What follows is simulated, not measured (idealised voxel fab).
Module name: voxel released beams (process module)
The width of the displayed cross-section, cut, is 165 nm; its cells are square, with a size of 5 nm.
Notation: cross-section as square-cell grid; stated in bands, top first, going down; one or more cell rows per band. For a band, the entry starts with two heights in nm, that of the top and then that of the bottom, and carries on with the band's materials in order from left to right, each alongside its width in nm; the word "all across" beside a single material means it fills the band edge to edge, and "blank" means empty space. Heights are reckoned from 0. Under this level, the received wafer is all of one material. The bottommost band is open-ended downward, for example "0 and below". It should be noted that a width expressed as "30..40" varies in equal increments from row to row of cells within the band, taking the value of the first number at the top row and that of the second number at the bottom row. No cell of the cross-section changed in a step that is given as "nothing was modified". The label "Enclosed cavity list" introduces a list of the empty spaces, 8 cells or larger, that have no open way up to the top; each entry in it reads width x height at distance, where the distance is taken from the left edge and all three are stated in nm. Post-settings text on a step line: simulator's own remark regarding the step. "overlay nm" on a masked step: distance the mask lay right of its planned place, negative for left.
## Listed below are the process steps as planned
1,RECEIVE with material Si
2,CONFORMAL_DEP with material SiN, thk nm 5
3,DIRECTIONAL_DEP with material SiO2, thk nm 20
4,DIRECTIONAL_DEP with material aC, thk nm 15
5,PATTERN with tone open, mask id ANCHOR, material resist, width nm 30, thk nm 30, overlay nm 0
6,DIRECTIONAL_ETCH with etch materials aC, depth nm 15
7,STRIP with etch materials resist
8,DIRECTIONAL_ETCH with etch materials SiO2, depth nm 20
9,STRIP with etch materials aC
10,CONFORMAL_DEP with material polySi, thk nm 10
11,PATTERN with tone cover, mask id BEAM, material resist, width nm 75, thk nm 15, overlay nm 0
12,DIRECTIONAL_ETCH with etch materials polySi, depth nm 10
13,STRIP with etch materials resist
14,STRIP with etch materials SiO2
## Incoming wafer, cross-sectional view, post step 1
	0 and below: Si all across
	Enclosed cavity list: none
## Cross-sectional image of the first of two wafers at the end of the module, the run having proceeded as planned
	35 down to 25: blank: 40 | polySi: 15 | blank: 10 | polySi: 50 | blank: 50
	25 down to 15: blank: 45 | polySi: 10 | blank: 10 | polySi: 10 | blank: 90
	15 down to 5: blank: 45 | polySi: 30 | blank: 90
	5 down to 0: SiN all across
	0 and below: Si all across
	Enclosed cavity list: none
## This cross-section belongs to the second wafer of two at the end of the module; the start and the plan were shared with the first, and the run included one mistake
	35 down to 25: blank: 40 | polySi: 20 | blank: 10 | polySi: 45 | blank: 50
	25 down to 15: blank: 50 | polySi: 10 | blank: 10 | polySi: 10 | blank: 85
	15 down to 5: blank: 50 | polySi: 30 | blank: 85
	5 down to 0: SiN all across
	0 and below: Si all across
	Enclosed cavity list: none
What was done differently from what was planned? step 5 changed vs plan, executed as PATTERN with tone open, mask id ANCHOR, material resist, width nm 30, thk nm 30, overlay nm 5
At the close, every material occupies the same number of cells on the second wafer as on the first, only in different positions.
